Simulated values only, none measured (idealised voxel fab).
process module | voxel gate over fins
cross-section cut | 230 nm wide | cells 5 nm
A cross-section is a grid of square cells, given in bands from the top down. A band is one or more rows of cells.
Each band's line starts with the height of the band's top and of its bottom, in nm. Then come its materials from left to right, each with its width in nm. One material with "throughout" fills the band from edge to edge. "air" is empty space.
Height 0 is the level under which the wafer as received is all one material. The lowest band goes on downwards, as in "0 down".
A width such as "30 to 40" changes by the same amount from each row of cells to the next, from the band's top row to its bottom row.
"no change" after a step means that no cell of the cross-section changed.
closed voids: empty space of 8 cells or more with no open way to the top, each as width x height at its distance from the left edge, in nm
after a step's settings: what the simulator itself notes on the step
overlay nm, on a step with a mask: how far to the right of its planned place the mask lay; to the left if negative
plan
1 op RECEIVE | material Si
2 op CONFORMAL_DEP | material SiN | thk nm 10
3 op PATTERN | tone cover | mask id FINS | material resist | width nm 15 | pitch nm 40 | thk nm 15 | overlay nm 0
4 op DIRECTIONAL_ETCH | etch materials SiN | depth nm 10
5 op DIRECTIONAL_ETCH | etch materials Si | depth nm 35
6 op STRIP | etch materials resist
7 op FILL_DEP | material SiO2 | thk nm 5
8 op CMP | height nm 10
9 op SELECTIVE_ETCH | etch materials SiO2 | depth nm 20
10 op STRIP | etch materials SiN
11 op CONFORMAL_DEP | material HfO2 | thk nm 5
12 op CONFORMAL_DEP | material TiN | thk nm 5
13 op CONFORMAL_DEP | material TiAl | thk nm 5
14 op CONFORMAL_DEP | material TiN | thk nm 5
15 op FILL_DEP | material W | thk nm 15
16 op CMP | height nm 30
17 op CONFORMAL_DEP | material SiCN | thk nm 5
as received, after step 1
  0 down: Si throughout
  closed voids: none
first wafer at the end, as planned
  35 to 30: SiCN throughout
  30 to 20: W throughout
  20 to 15: W 45 | TiN 135 | W 50
  15 to 10: W 45 | TiN 5 | TiAl 125 | TiN 5 | W 50
  10 to 5: TiN 50 | TiAl 5 | TiN 35 | TiAl 5 | TiN 35 | TiAl 5 | TiN 35 | TiAl 5 | TiN 55
  5 to 0: TiAl 55 | TiN 5 | HfO2 25 | TiN 5 | TiAl 5 | TiN 5 | HfO2 25 | TiN 5 | TiAl 5 | TiN 5 | HfO2 25 | TiN 5 | TiAl 60
  0 to -5: TiN 60 | HfO2 5 | Si 15 | HfO2 5 | TiN 15 | HfO2 5 | Si 15 | HfO2 5 | TiN 15 | HfO2 5 | Si 15 | HfO2 5 | TiN 65
  -5 to -10: HfO2 65 | Si 15 | HfO2 25 | Si 15 | HfO2 25 | Si 15 | HfO2 70
  -10 to -35: SiO2 65 | Si 15 | SiO2 25 | Si 15 | SiO2 25 | Si 15 | SiO2 70
  -35 down: Si throughout
  closed voids: none
second wafer at the end: like start, like plan, one mistake
  35 to 30: SiCN throughout
  30 to 20: W throughout
  20 to 15: TiN throughout
  15 to 10: TiAl throughout
  10 to 5: TiN throughout
  5 to 0: HfO2 70 | TiN 5 | HfO2 35 | TiN 5 | HfO2 35 | TiN 5 | HfO2 75
  0 to -5: Si 65 | HfO2 5 | TiN 5 | HfO2 5 | Si 25 | HfO2 5 | TiN 5 | HfO2 5 | Si 25 | HfO2 5 | TiN 5 | HfO2 5 | Si 70
  -5 to -10: Si 65 | HfO2 15 | Si 25 | HfO2 15 | Si 25 | HfO2 15 | Si 70
  -10 to -35: Si 65 | SiO2 15 | Si 25 | SiO2 15 | Si 25 | SiO2 15 | Si 70
  -35 down: Si throughout
  closed voids: none
what went wrong: step 3 ran as: op PATTERN | tone open | mask id FINS | material resist | width nm 15 | pitch nm 40 | thk nm 15 | overlay nm 0
at the end the second wafer has, in cells: 196 more of Si | 140 fewer of SiO2 | 8 fewer of TiAl | 10 fewer of TiN | 38 fewer of W
